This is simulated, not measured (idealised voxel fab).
The name of this process module is voxel gate over fins.
In the cross-section labelled cut, the width is 240 nm and each square cell is 5 nm.
Each cross-section below is a grid of square cells, stated as bands in top-down order, with one or more rows of cells making up each band. The band entry comprises the height of the band's top followed by the height of its bottom, expressed in nm, and subsequently the band's materials from left to right, each stated together with its width in nm. Where a single material is marked with the word "edge to edge", that material fills the band from edge to edge. The word "empty" represents empty space. We count height from 0. Below that, the starting wafer is all one material. The lowest band never ends at the bottom but goes on down; see "0 nm and below" for how that is written. Note: "30->40" means the width goes from the first number (top row of the band) to the second number (bottom row) in equal steps per row of cells. Step note "nothing got changed" = no cross-section cell changed. "Completely sealed voids" means: voids of 8 cells or more that are shut off from the top with no open way through. Written width x height at distance, distance from the left edge, in nm. after a step's settings: what the simulator itself notes on the step. overlay nm: how far to the right of its planned place the mask lay on this masked step (negative: to the left).

## List of planned process steps
1: RECEIVE (material Si)
2: CONFORMAL_DEP (material SiN; thk nm 5)
3: PATTERN (tone cover; mask id FINS; material resist; width nm 15; pitch nm 60; thk nm 20; overlay nm 0)
4: DIRECTIONAL_ETCH (etch materials SiN; depth nm 5)
5: DIRECTIONAL_ETCH (etch materials Si; depth nm 40)
6: STRIP (etch materials resist)
7: FILL_DEP (material SiO2; thk nm 10)
8: CMP (height nm 5)
9: MASKED_ETCH (tone open; mask id RAIL; width nm 15; etch materials SiO2; depth nm 40; overlay nm 0)
10: CONFORMAL_DEP (material TiN; thk nm 5)
11: FILL_DEP (material W; thk nm 10)
12: CMP (height nm 5)
13: SELECTIVE_ETCH (etch materials W Ru TiN; depth nm 30)
14: FILL_DEP (material SiO2; thk nm 5)
15: CMP (height nm 5)
16: SELECTIVE_ETCH (etch materials SiO2; depth nm 20)
17: STRIP (etch materials SiN)
18: CONFORMAL_DEP (material HfO2; thk nm 5)
19: CONFORMAL_DEP (material TiN; thk nm 5)
20: FILL_DEP (material W; thk nm 10)
21: CMP (height nm 15)
22: CONFORMAL_DEP (material SiN; thk nm 10)

## Delivered wafer in cross-section: state after step 1
    0 nm and below = Si edge to edge
    Completely sealed voids: none

## The first of the two wafers as seen in cross-section once the module was finished; processing followed the plan
    25 nm to 15 nm = SiN edge to edge
    15 nm to 10 nm = W edge to edge
    10 nm to 5 nm = W: 10; TiN: 35; W: 25; TiN: 35; W: 25; TiN: 35; W: 25; TiN: 35; W: 15
    5 nm to 0 nm = W: 10; TiN: 5; HfO2: 25; TiN: 5; W: 25; TiN: 5; HfO2: 25; TiN: 5; W: 25; TiN: 5; HfO2: 25; TiN: 5; W: 25; TiN: 5; HfO2: 25; TiN: 5; W: 15
    0 nm to -5 nm = W: 10; TiN: 5; HfO2: 5; Si: 15; HfO2: 5; TiN: 5; W: 25; TiN: 5; HfO2: 5; Si: 15; HfO2: 5; TiN: 5; W: 25; TiN: 5; HfO2: 5; Si: 15; HfO2: 5; TiN: 5; W: 25; TiN: 5; HfO2: 5; Si: 15; HfO2: 5; TiN: 5; W: 15
    -5 nm to -10 nm = TiN: 15; HfO2: 5; Si: 15; HfO2: 5; TiN: 35; HfO2: 5; Si: 15; HfO2: 5; TiN: 35; HfO2: 5; Si: 15; HfO2: 5; TiN: 35; HfO2: 5; Si: 15; HfO2: 5; TiN: 20
    -10 nm to -15 nm = HfO2: 20; Si: 15; HfO2: 45; Si: 15; HfO2: 45; Si: 15; HfO2: 45; Si: 15; HfO2: 25
    -15 nm to -25 nm = SiO2: 20; Si: 15; SiO2: 45; Si: 15; SiO2: 45; Si: 15; SiO2: 45; Si: 15; SiO2: 25
    -25 nm to -30 nm = SiO2: 20; Si: 15; SiO2: 15; TiN: 5; W: 5; TiN: 5; SiO2: 15; Si: 15; SiO2: 45; Si: 15; SiO2: 45; Si: 15; SiO2: 25
    -30 nm to -35 nm = SiO2: 20; Si: 15; SiO2: 15; TiN: 15; SiO2: 15; Si: 15; SiO2: 45; Si: 15; SiO2: 45; Si: 15; SiO2: 25
    -35 nm to -40 nm = SiO2: 20; Si: 15; SiO2: 45; Si: 15; SiO2: 45; Si: 15; SiO2: 45; Si: 15; SiO2: 25
    -40 nm and below = Si edge to edge
    Completely sealed voids: none

## Module end: cross-section of wafer two of two. Same start and process plan as the first wafer. One mistake during execution
    25 nm to 15 nm = SiN edge to edge
    15 nm to 10 nm = W edge to edge
    10 nm to 5 nm = W: 5; TiN: 45; W: 15; TiN: 45; W: 15; TiN: 45; W: 15; TiN: 45; W: 10
    5 nm to 0 nm = W: 5; TiN: 5; HfO2: 35; TiN: 5; W: 15; TiN: 5; HfO2: 35; TiN: 5; W: 15; TiN: 5; HfO2: 35; TiN: 5; W: 15; TiN: 5; HfO2: 35; TiN: 5; W: 10
    0 nm to -5 nm = W: 5; TiN: 5; HfO2: 5; Si: 25; HfO2: 5; TiN: 5; W: 15; TiN: 5; HfO2: 5; Si: 25; HfO2: 5; TiN: 5; W: 15; TiN: 5; HfO2: 5; Si: 25; HfO2: 5; TiN: 5; W: 15; TiN: 5; HfO2: 5; Si: 25; HfO2: 5; TiN: 5; W: 10
    -5 nm to -10 nm = TiN: 10; HfO2: 5; Si: 25; HfO2: 5; TiN: 25; HfO2: 5; Si: 25; HfO2: 5; TiN: 25; HfO2: 5; Si: 25; HfO2: 5; TiN: 25; HfO2: 5; Si: 25; HfO2: 5; TiN: 15
    -10 nm to -15 nm = HfO2: 15; Si: 25; HfO2: 35; Si: 25; HfO2: 35; Si: 25; HfO2: 35; Si: 25; HfO2: 20
    -15 nm to -25 nm = SiO2: 15; Si: 25; SiO2: 35; Si: 25; SiO2: 35; Si: 25; SiO2: 35; Si: 25; SiO2: 20
    -25 nm to -30 nm = SiO2: 15; Si: 25; SiO2: 10; TiN: 5; W: 5; TiN: 5; SiO2: 10; Si: 25; SiO2: 35; Si: 25; SiO2: 35; Si: 25; SiO2: 20
    -30 nm to -35 nm = SiO2: 15; Si: 25; SiO2: 10; TiN: 15; SiO2: 10; Si: 25; SiO2: 35; Si: 25; SiO2: 35; Si: 25; SiO2: 20
    -35 nm to -40 nm = SiO2: 15; Si: 25; SiO2: 35; Si: 25; SiO2: 35; Si: 25; SiO2: 35; Si: 25; SiO2: 20
    -40 nm and below = Si edge to edge
    Completely sealed voids: none
Where did the run depart from the plan? not per plan at step 3, really ran PATTERN (tone cover; mask id FINS; material resist; width nm 25; pitch nm 60; thk nm 20; overlay nm 0)
The second wafer ends with more or fewer cells of some materials than the first, per final count: 64 more of Si | 40 fewer of SiO2 | 24 fewer of W
